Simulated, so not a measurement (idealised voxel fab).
Process module, titled voxel released beams
FYI the section here is cut, 205 nm wide, cells are 5 nm squares.
In what follows, cross-sections appear as grids of square cells, described through bands that run from the top down, where every band is one or more rows of cells. What a band's entry tells you: where the top is and where the bottom is, as heights in nm, and after that what lies inside, material by material from left to right, each with its width in nm. Empty space is written as the word "blank", and a single material marked with the word "all across" occupies the band from edge to edge. Convention: height 0 is the level below which the wafer, as received, is all one material. The lowest band does not terminate at the bottom but continues downward, represented as "0..down". Width spec "30..40" -> top row of cells at first value, bottom row at second value, equal per-row change in between. A step reported as "stayed the same" is a step in which no cell of the cross-section changed. Look at "closed voids" for the closed voids: empty spaces with no open path to the top, sized 8 cells or up. Each is width x height at distance, distance from the left edge, all nm. Whatever follows a step's settings on its line is a remark the simulator itself makes about that step. When a step includes a mask, the "overlay nm" setting on its line states how far to the right of its planned place that mask lay, and negative values state how far to the left.

THE STEPS PLANNED FOR THE PROCESS ARE AS FOLLOWS
1. RECEIVE: material Si
2. CONFORMAL_DEP: material Al2O3, thk nm 10
3. DIRECTIONAL_DEP: material SiO2, thk nm 20
4. PATTERN: tone open, mask id ANCHOR, material resist, width nm 35, thk nm 20, overlay nm 0
5. DIRECTIONAL_ETCH: etch materials SiO2, depth nm 20
6. STRIP: etch materials resist
7. CONFORMAL_DEP: material SiN, thk nm 10
8. PATTERN: tone cover, mask id BEAM, material resist, width nm 110, thk nm 15, overlay nm 0
9. DIRECTIONAL_ETCH: etch materials SiN, depth nm 10
10. STRIP: etch materials resist
11. STRIP: etch materials SiO2

DELIVERED WAFER IN CROSS-SECTION: STATE AFTER STEP 1
	0..down  Si all across
	closed voids: none

CROSS-SECTION TAKEN AT MODULE COMPLETION ON THE FIRST OF TWO WAFERS; PROCESSED PER THE PLAN
	40..30  blank (45) | SiN (15) | blank (15) | SiN (80) | blank (50)
	30..20  blank (50) | SiN (10) | blank (15) | SiN (10) | blank (120)
	20..10  blank (50) | SiN (35) | blank (120)
	10..0  Al2O3 all across
	0..down  Si all across
	closed voids: none

MODULE END: CROSS-SECTION OF WAFER TWO OF TWO. SAME START AND PROCESS PLAN AS THE FIRST WAFER. ONE MISTAKE DURING EXECUTION
	40..30  blank (55) | SiN (5) | blank (15) | SiN (90) | blank (40)
	30..20  blank (50) | SiN (10) | blank (15) | SiN (10) | blank (120)
	20..10  blank (50) | SiN (35) | blank (120)
	10..0  Al2O3 all across
	0..down  Si all across
	closed voids: none
Heads up, the wafer didn't run the way we planned it: for step 8, the planned setting was not used; the step was instead run as PATTERN: tone cover, mask id BEAM, material resist, width nm 110, thk nm 15, overlay nm 10
At the end, each material covers as many cells on the second wafer as it does on the first, though the cells it covers are elsewhere.
